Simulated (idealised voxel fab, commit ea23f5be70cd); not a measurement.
This is a process module. Its name is voxel ribs on slabs.
For reference, the cross-section in this document is cut, with width 270 nm and square cells of 5 nm.
Notation: cross-section as square-cell grid; stated in bands, top first, going down; one or more cell rows per band. Basically the band line says how high the top is and how high the bottom is, in nm, and then what's in it from left to right, every material with its width in nm. Empty space shows up as "air", and if a single material carries "throughout" it runs the full band edge to edge. We count height from 0. Below that, the starting wafer is all one material. The lowest band never ends at the bottom but goes on down; see "z 0 and below" for how that is written. It should be noted that a width expressed as "30 to 40" varies in equal increments from row to row of cells within the band, taking the value of the first number at the top row and that of the second number at the bottom row. "all unchanged" -> step changed no cross-section cell. So "Closed void table" is basically the list of trapped voids: any empty space of 8 cells or more that can't reach the top through an opening. They're written width x height at distance, the distance being from the left edge, and it's all nm. Step line, after settings: the simulator's comment on this step. "overlay nm", when on a step's line for a step with a mask, measures how far to the right of its planned place the mask lay; a negative measure means to the left.
-- Here's what the planned process steps look like
step 1: RECEIVE with material Si
step 2: DIRECTIONAL_DEP with material SiO2, thk nm 25
step 3: DIRECTIONAL_DEP with material polySi, thk nm 15
step 4: DIRECTIONAL_DEP with material aC, thk nm 15
step 5: PATTERN with tone cover, mask id RIB, material resist, width nm 20, thk nm 30, overlay nm 0
step 6: DIRECTIONAL_ETCH with etch materials aC, depth nm 15
step 7: STRIP with etch materials resist
step 8: DIRECTIONAL_ETCH with etch materials polySi, depth nm 10
step 9: STRIP with etch materials aC
step 10: MASKED_ETCH with tone cover, mask id SLAB, width nm 50, etch materials polySi, depth nm 5, overlay nm -15
step 11: FILL_DEP with material SiO2, thk nm 25
step 12: CMP with height nm 55
step 13: DIRECTIONAL_DEP with material W, thk nm 5
step 14: DIRECTIONAL_DEP with material aC, thk nm 10
step 15: PATTERN with tone cover, mask id HEATER, material resist, width nm 30, thk nm 25, overlay nm 0
step 16: DIRECTIONAL_ETCH with etch materials aC, depth nm 10
step 17: STRIP with etch materials resist
step 18: DIRECTIONAL_ETCH with etch materials W, depth nm 5
step 19: STRIP with etch materials aC
step 20: CONFORMAL_DEP with material SiN, thk nm 10
Keep in mind the plan's value for the overlay nm of step 10 comes from the first wafer; the wafers don't share that setting, but they do share the same starting point.
-- Received condition of the first of several wafers, sectioned: post-step 1
    z 0 and below | Si throughout
    Closed void table: none
-- Below, a row for every wafer. Read it as the end-of-module picture: for each material the wafer shows its cells gained (+) or lost (-) since it was received, and then its closed voids
overlay nm -15; +112 SiN; +576 SiO2; +6 W; +18 polySi; Closed void table: none
overlay nm -10; +112 SiN; +576 SiO2; +6 W; +18 polySi; Closed void table: none
overlay nm -5; +112 SiN; +576 SiO2; +6 W; +18 polySi; Closed void table: none
overlay nm 0; +112 SiN; +576 SiO2; +6 W; +18 polySi; Closed void table: none
overlay nm 5; +112 SiN; +576 SiO2; +6 W; +18 polySi; Closed void table: none
overlay nm 10; +112 SiN; +576 SiO2; +6 W; +18 polySi; Closed void table: none
overlay nm 15; +112 SiN; +576 SiO2; +6 W; +18 polySi; Closed void table: none
